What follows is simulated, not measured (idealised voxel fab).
Documented hereafter: the process module known as voxel gate over fins.
Section shown: cut. Width: 235 nm. Cell size: 5 nm, square.
For the purposes of this document, a cross-section shall be understood as a grid of square cells, specified as bands listed in top-to-bottom order, each band consisting of one or more rows of cells. The entry gives the band's vertical extent as a top height and a bottom height in nm, then its horizontal make-up as materials from left to right, each with a width in nm. "empty" stands for empty space; a single material marked "throughout" fills the band edge to edge. Height datum 0, below which the as-received substrate wafer is one material. Lowest band open at the bottom, running downward: "z 0 and below". A width given as "30..40" starts at the first number in the band's top row and ends at the second number in its bottom row, shifting by an equal amount at every step from row to row. A step reported as "nothing got changed" is a step in which no cell of the cross-section changed. "Internal closed voids" enumerates empty spaces isolated from the top, with no open way to it, that contain at least 8 cells, giving each as width x height at distance from the left edge, all three in nm. Past the settings on a step's line: simulator remark, on that step. A step's line can hold "overlay nm"; with a mask on that step, the setting says how far right of the planned place the mask lay, while a negative setting says it lay to the left.
The following list gives the planned process steps
1) RECEIVE, material Si
2) CONFORMAL_DEP, material SiN, thk nm 5
3) PATTERN, tone cover, mask id FINS, material resist, width nm 15, pitch nm 50, thk nm 20, overlay nm 0
4) DIRECTIONAL_ETCH, etch materials SiN, depth nm 5
5) DIRECTIONAL_ETCH, etch materials Si, depth nm 30
6) STRIP, etch materials resist
7) FILL_DEP, material SiO2, thk nm 5
8) CMP, height nm 5
9) PATTERN, tone open, mask id RAIL, material resist, width nm 15, thk nm 20, overlay nm 0
10) DIRECTIONAL_ETCH, etch materials SiO2, depth nm 30
11) STRIP, etch materials resist
12) CONFORMAL_DEP, material TiN, thk nm 5
13) FILL_DEP, material Ru, thk nm 5
14) CMP, height nm 5
15) SELECTIVE_ETCH, etch materials W Ru TiN, depth nm 20
16) FILL_DEP, material SiO2, thk nm 5
17) CMP, height nm 5
18) SELECTIVE_ETCH, etch materials SiO2, depth nm 15
19) STRIP, etch materials SiN
20) CONFORMAL_DEP, material HfO2, thk nm 5
21) CONFORMAL_DEP, material TiN, thk nm 5
22) CONFORMAL_DEP, material TiAl, thk nm 5
23) CONFORMAL_DEP, material TiN, thk nm 5
24) FILL_DEP, material W, thk nm 15
25) CMP, height nm 30
26) CONFORMAL_DEP, material SiN, thk nm 10
Account of the first of two wafers, which was processed as intended
The cross-section here shows the wafer as received, i.e. in its state after step 1
	z 0 and below | Si throughout
	Internal closed voids: none
You're looking at a cross-section of the wafer after step 2
	z 5 to 0 | SiN throughout
	Rest of section, below 0: as before.
You're looking at a cross-section of the wafer after step 3
	z 25 to 5 | empty 85 nm | resist 15 nm | empty 35 nm | resist 15 nm | empty 85 nm
	Rest of section, below 5: as before.
You're looking at a cross-section of the wafer after step 4
	z 25 to 5 | empty 85 nm | resist 15 nm | empty 35 nm | resist 15 nm | empty 85 nm
	z 5 to 0 | empty 85 nm | SiN 15 nm | empty 35 nm | SiN 15 nm | empty 85 nm
	Rest of section, below 0: as before.
You're looking at a cross-section of the wafer after step 5
	z 25 to 5 | empty 85 nm | resist 15 nm | empty 35 nm | resist 15 nm | empty 85 nm
	z 5 to 0 | empty 85 nm | SiN 15 nm | empty 35 nm | SiN 15 nm | empty 85 nm
	z 0 to -30 | empty 85 nm | Si 15 nm | empty 35 nm | Si 15 nm | empty 85 nm
	Rest of section, below -30: as before.
You're looking at a cross-section of the wafer after step 6
	z 5 to 0 | empty 85 nm | SiN 15 nm | empty 35 nm | SiN 15 nm | empty 85 nm
	Rest of section, below 0: as before.
You're looking at a cross-section of the wafer after step 7
	z 10 to 5 | SiO2 throughout
	z 5 to 0 | SiO2 85 nm | SiN 15 nm | SiO2 35 nm | SiN 15 nm | SiO2 85 nm
	z 0 to -30 | SiO2 85 nm | Si 15 nm | SiO2 35 nm | Si 15 nm | SiO2 85 nm
	Rest of section, below -30: as before.
You're looking at a cross-section of the wafer after step 8
	z 5 to 0 | SiO2 85 nm | SiN 15 nm | SiO2 35 nm | SiN 15 nm | SiO2 85 nm
	Rest of section, below 0: as before.
You're looking at a cross-section of the wafer after step 9
	z 25 to 5 | resist 110 nm | empty 15 nm | resist 110 nm
	Rest of section, below 5: as before.
You're looking at a cross-section of the wafer after step 10
	z 25 to 5 | resist 110 nm | empty 15 nm | resist 110 nm
	z 5 to 0 | SiO2 85 nm | SiN 15 nm | SiO2 10 nm | empty 15 nm | SiO2 10 nm | SiN 15 nm | SiO2 85 nm
	z 0 to -25 | SiO2 85 nm | Si 15 nm | SiO2 10 nm | empty 15 nm | SiO2 10 nm | Si 15 nm | SiO2 85 nm
	Rest of section, below -25: as before.
You're looking at a cross-section of the wafer after step 11
	z 5 to 0 | SiO2 85 nm | SiN 15 nm | SiO2 10 nm | empty 15 nm | SiO2 10 nm | SiN 15 nm | SiO2 85 nm
	Rest of section, below 0: as before.
You're looking at a cross-section of the wafer after step 12
	z 10 to 5 | TiN 115 nm | empty 5 nm | TiN 115 nm
	z 5 to 0 | SiO2 85 nm | SiN 15 nm | SiO2 10 nm | TiN 5 nm | empty 5 nm | TiN 5 nm | SiO2 10 nm | SiN 15 nm | SiO2 85 nm
	z 0 to -20 | SiO2 85 nm | Si 15 nm | SiO2 10 nm | TiN 5 nm | empty 5 nm | TiN 5 nm | SiO2 10 nm | Si 15 nm | SiO2 85 nm
	z -20 to -25 | SiO2 85 nm | Si 15 nm | SiO2 10 nm | TiN 15 nm | SiO2 10 nm | Si 15 nm | SiO2 85 nm
	Rest of section, below -25: as before.
You're looking at a cross-section of the wafer after step 13
	z 15 to 10 | Ru throughout
	z 10 to 5 | TiN 115 nm | Ru 5 nm | TiN 115 nm
	z 5 to 0 | SiO2 85 nm | SiN 15 nm | SiO2 10 nm | TiN 5 nm | Ru 5 nm | TiN 5 nm | SiO2 10 nm | SiN 15 nm | SiO2 85 nm
	z 0 to -20 | SiO2 85 nm | Si 15 nm | SiO2 10 nm | TiN 5 nm | Ru 5 nm | TiN 5 nm | SiO2 10 nm | Si 15 nm | SiO2 85 nm
	Rest of section, below -20: as before.
You're looking at a cross-section of the wafer after step 14
	z 5 to 0 | SiO2 85 nm | SiN 15 nm | SiO2 10 nm | TiN 5 nm | Ru 5 nm | TiN 5 nm | SiO2 10 nm | SiN 15 nm | SiO2 85 nm
	Rest of section, below 0: as before.
You're looking at a cross-section of the wafer after step 15
	z 5 to 0 | SiO2 85 nm | SiN 15 nm | SiO2 10 nm | empty 15 nm | SiO2 10 nm | SiN 15 nm | SiO2 85 nm
	z 0 to -15 | SiO2 85 nm | Si 15 nm | SiO2 10 nm | empty 15 nm | SiO2 10 nm | Si 15 nm | SiO2 85 nm
	Rest of section, below -15: as before.
You're looking at a cross-section of the wafer after step 16
	z 10 to 5 | SiO2 throughout
	z 5 to 0 | SiO2 85 nm | SiN 15 nm | SiO2 35 nm | SiN 15 nm | SiO2 85 nm
	z 0 to -15 | SiO2 85 nm | Si 15 nm | SiO2 35 nm | Si 15 nm | SiO2 85 nm
	Rest of section, below -15: as before.
You're looking at a cross-section of the wafer after step 17
	z 5 to 0 | SiO2 85 nm | SiN 15 nm | SiO2 35 nm | SiN 15 nm | SiO2 85 nm
	Rest of section, below 0: as before.
You're looking at a cross-section of the wafer after step 18
	z 5 to 0 | empty 85 nm | SiN 15 nm | empty 35 nm | SiN 15 nm | empty 85 nm
	z 0 to -10 | empty 85 nm | Si 15 nm | empty 35 nm | Si 15 nm | empty 85 nm
	Rest of section, below -10: as before.
You're looking at a cross-section of the wafer after step 19
	z 0 to -10 | empty 85 nm | Si 15 nm | empty 35 nm | Si 15 nm | empty 85 nm
	Rest of section, below -10: as before.
You're looking at a cross-section of the wafer after step 20
	z 5 to 0 | empty 80 nm | HfO2 25 nm | empty 25 nm | HfO2 25 nm | empty 80 nm
	z 0 to -5 | empty 80 nm | HfO2 5 nm | Si 15 nm | HfO2 5 nm | empty 25 nm | HfO2 5 nm | Si 15 nm | HfO2 5 nm | empty 80 nm
	z -5 to -10 | HfO2 85 nm | Si 15 nm | HfO2 35 nm | Si 15 nm | HfO2 85 nm
	Rest of section, below -10: as before.
You're looking at a cross-section of the wafer after step 21
	z 10 to 5 | empty 75 nm | TiN 35 nm | empty 15 nm | TiN 35 nm | empty 75 nm
	z 5 to 0 | empty 75 nm | TiN 5 nm | HfO2 25 nm | TiN 5 nm | empty 15 nm | TiN 5 nm | HfO2 25 nm | TiN 5 nm | empty 75 nm
	z 0 to -5 | TiN 80 nm | HfO2 5 nm | Si 15 nm | HfO2 5 nm | TiN 25 nm | HfO2 5 nm | Si 15 nm | HfO2 5 nm | TiN 80 nm
	Rest of section, below -5: as before.
You're looking at a cross-section of the wafer after step 22
	z 15 to 10 | empty 70 nm | TiAl 45 nm | empty 5 nm | TiAl 45 nm | empty 70 nm
	z 10 to 5 | empty 70 nm | TiAl 5 nm | TiN 35 nm | TiAl 5 nm | empty 5 nm | TiAl 5 nm | TiN 35 nm | TiAl 5 nm | empty 70 nm
	z 5 to 0 | TiAl 75 nm | TiN 5 nm | HfO2 25 nm | TiN 5 nm | TiAl 15 nm | TiN 5 nm | HfO2 25 nm | TiN 5 nm | TiAl 75 nm
	Rest of section, below 0: as before.
You're looking at a cross-section of the wafer after step 23
	z 20 to 15 | empty 65 nm | TiN 105 nm | empty 65 nm
	z 15 to 10 | empty 65 nm | TiN 5 nm | TiAl 45 nm | TiN 5 nm | TiAl 45 nm | TiN 5 nm | empty 65 nm
	z 10 to 5 | TiN 70 nm | TiAl 5 nm | TiN 35 nm | TiAl 5 nm | TiN 5 nm | TiAl 5 nm | TiN 35 nm | TiAl 5 nm | TiN 70 nm
	Rest of section, below 5: as before.
You're looking at a cross-section of the wafer after step 24
	z 35 to 20 | W throughout
	z 20 to 15 | W 65 nm | TiN 105 nm | W 65 nm
	z 15 to 10 | W 65 nm | TiN 5 nm | TiAl 45 nm | TiN 5 nm | TiAl 45 nm | TiN 5 nm | W 65 nm
	Rest of section, below 10: as before.
You're looking at a cross-section of the wafer after step 25
	z 30 to 20 | W throughout
	Rest of section, below 20: as before.
You're looking at a cross-section of the wafer after step 26
	z 40 to 30 | SiN throughout
	Rest of section, below 30: as before.
Notes, second wafer: start = first wafer's, plan = first wafer's, execution had one mistake; history identical to first through step 8
Cross-sectional view of the second wafer at the intended end time of process step 9
	z 25 to 5 | resist 115 nm | empty 15 nm | resist 105 nm
	Rest of section, below 5: as before.
Cross-sectional view of the second wafer at the intended end time of process step 10
	z 25 to 5 | resist 115 nm | empty 15 nm | resist 105 nm
	z 5 to 0 | SiO2 85 nm | SiN 15 nm | SiO2 15 nm | empty 15 nm | SiO2 5 nm | SiN 15 nm | SiO2 85 nm
	z 0 to -25 | SiO2 85 nm | Si 15 nm | SiO2 15 nm | empty 15 nm | SiO2 5 nm | Si 15 nm | SiO2 85 nm
	Rest of section, below -25: as before.
Cross-sectional view of the second wafer at the intended end time of process step 11
	z 5 to 0 | SiO2 85 nm | SiN 15 nm | SiO2 15 nm | empty 15 nm | SiO2 5 nm | SiN 15 nm | SiO2 85 nm
	Rest of section, below 0: as before.
Cross-sectional view of the second wafer at the intended end time of process step 12
	z 10 to 5 | TiN 120 nm | empty 5 nm | TiN 110 nm
	z 5 to 0 | SiO2 85 nm | SiN 15 nm | SiO2 15 nm | TiN 5 nm | empty 5 nm | TiN 5 nm | SiO2 5 nm | SiN 15 nm | SiO2 85 nm
	z 0 to -20 | SiO2 85 nm | Si 15 nm | SiO2 15 nm | TiN 5 nm | empty 5 nm | TiN 5 nm | SiO2 5 nm | Si 15 nm | SiO2 85 nm
	z -20 to -25 | SiO2 85 nm | Si 15 nm | SiO2 15 nm | TiN 15 nm | SiO2 5 nm | Si 15 nm | SiO2 85 nm
	Rest of section, below -25: as before.
Cross-sectional view of the second wafer at the intended end time of process step 13
	z 15 to 10 | Ru throughout
	z 10 to 5 | TiN 120 nm | Ru 5 nm | TiN 110 nm
	z 5 to 0 | SiO2 85 nm | SiN 15 nm | SiO2 15 nm | TiN 5 nm | Ru 5 nm | TiN 5 nm | SiO2 5 nm | SiN 15 nm | SiO2 85 nm
	z 0 to -20 | SiO2 85 nm | Si 15 nm | SiO2 15 nm | TiN 5 nm | Ru 5 nm | TiN 5 nm | SiO2 5 nm | Si 15 nm | SiO2 85 nm
	Rest of section, below -20: as before.
Cross-sectional view of the second wafer at the intended end time of process step 14
	z 5 to 0 | SiO2 85 nm | SiN 15 nm | SiO2 15 nm | TiN 5 nm | Ru 5 nm | TiN 5 nm | SiO2 5 nm | SiN 15 nm | SiO2 85 nm
	Rest of section, below 0: as before.
Cross-sectional view of the second wafer at the intended end time of process step 15
	z 5 to 0 | SiO2 85 nm | SiN 15 nm | SiO2 15 nm | empty 15 nm | SiO2 5 nm | SiN 15 nm | SiO2 85 nm
	z 0 to -15 | SiO2 85 nm | Si 15 nm | SiO2 15 nm | empty 15 nm | SiO2 5 nm | Si 15 nm | SiO2 85 nm
	Rest of section, below -15: as before.
Cross-sectional view of the second wafer at the intended end time of process step 16
	z 10 to 5 | SiO2 throughout
	z 5 to 0 | SiO2 85 nm | SiN 15 nm | SiO2 35 nm | SiN 15 nm | SiO2 85 nm
	z 0 to -15 | SiO2 85 nm | Si 15 nm | SiO2 35 nm | Si 15 nm | SiO2 85 nm
	Rest of section, below -15: as before.
Cross-sectional view of the second wafer at the intended end time of process step 17
	z 5 to 0 | SiO2 85 nm | SiN 15 nm | SiO2 35 nm | SiN 15 nm | SiO2 85 nm
	Rest of section, below 0: as before.
Cross-sectional view of the second wafer at the intended end time of process step 18
	z 5 to 0 | empty 85 nm | SiN 15 nm | empty 35 nm | SiN 15 nm | empty 85 nm
	z 0 to -10 | empty 85 nm | Si 15 nm | empty 35 nm | Si 15 nm | empty 85 nm
	Rest of section, below -10: as before.
Cross-sectional view of the second wafer at the intended end time of process step 19
	z 0 to -10 | empty 85 nm | Si 15 nm | empty 35 nm | Si 15 nm | empty 85 nm
	Rest of section, below -10: as before.
Cross-sectional view of the second wafer at the intended end time of process step 20
	z 5 to 0 | empty 80 nm | HfO2 25 nm | empty 25 nm | HfO2 25 nm | empty 80 nm
	z 0 to -5 | empty 80 nm | HfO2 5 nm | Si 15 nm | HfO2 5 nm | empty 25 nm | HfO2 5 nm | Si 15 nm | HfO2 5 nm | empty 80 nm
	z -5 to -10 | HfO2 85 nm | Si 15 nm | HfO2 35 nm | Si 15 nm | HfO2 85 nm
	Rest of section, below -10: as before.
Cross-sectional view of the second wafer at the intended end time of process step 21
	z 10 to 5 | empty 75 nm | TiN 35 nm | empty 15 nm | TiN 35 nm | empty 75 nm
	z 5 to 0 | empty 75 nm | TiN 5 nm | HfO2 25 nm | TiN 5 nm | empty 15 nm | TiN 5 nm | HfO2 25 nm | TiN 5 nm | empty 75 nm
	z 0 to -5 | TiN 80 nm | HfO2 5 nm | Si 15 nm | HfO2 5 nm | TiN 25 nm | HfO2 5 nm | Si 15 nm | HfO2 5 nm | TiN 80 nm
	Rest of section, below -5: as before.
Cross-sectional view of the second wafer at the intended end time of process step 22
	z 15 to 10 | empty 70 nm | TiAl 45 nm | empty 5 nm | TiAl 45 nm | empty 70 nm
	z 10 to 5 | empty 70 nm | TiAl 5 nm | TiN 35 nm | TiAl 5 nm | empty 5 nm | TiAl 5 nm | TiN 35 nm | TiAl 5 nm | empty 70 nm
	z 5 to 0 | TiAl 75 nm | TiN 5 nm | HfO2 25 nm | TiN 5 nm | TiAl 15 nm | TiN 5 nm | HfO2 25 nm | TiN 5 nm | TiAl 75 nm
	Rest of section, below 0: as before.
Cross-sectional view of the second wafer at the intended end time of process step 23
	z 20 to 15 | empty 65 nm | TiN 105 nm | empty 65 nm
	z 15 to 10 | empty 65 nm | TiN 5 nm | TiAl 45 nm | TiN 5 nm | TiAl 45 nm | TiN 5 nm | empty 65 nm
	z 10 to 5 | TiN 70 nm | TiAl 5 nm | TiN 35 nm | TiAl 5 nm | TiN 5 nm | TiAl 5 nm | TiN 35 nm | TiAl 5 nm | TiN 70 nm
	Rest of section, below 5: as before.
Cross-sectional view of the second wafer at the intended end time of process step 24
	z 35 to 20 | W throughout
	z 20 to 15 | W 65 nm | TiN 105 nm | W 65 nm
	z 15 to 10 | W 65 nm | TiN 5 nm | TiAl 45 nm | TiN 5 nm | TiAl 45 nm | TiN 5 nm | W 65 nm
	Rest of section, below 10: as before.
Cross-sectional view of the second wafer at the intended end time of process step 25
	z 30 to 20 | W throughout
	Rest of section, below 20: as before.
Cross-sectional view of the second wafer at the intended end time of process step 26
	z 40 to 30 | SiN throughout
	Rest of section, below 30: as before.
Want to know what went wrong? rather than as planned, step 9 actually ran as PATTERN, tone open, mask id RAIL, material resist, width nm 15, thk nm 20, overlay nm 5
If you tally the cells, the second wafer ends up with the same amount of every material as the first; it's all just sitting in different places.
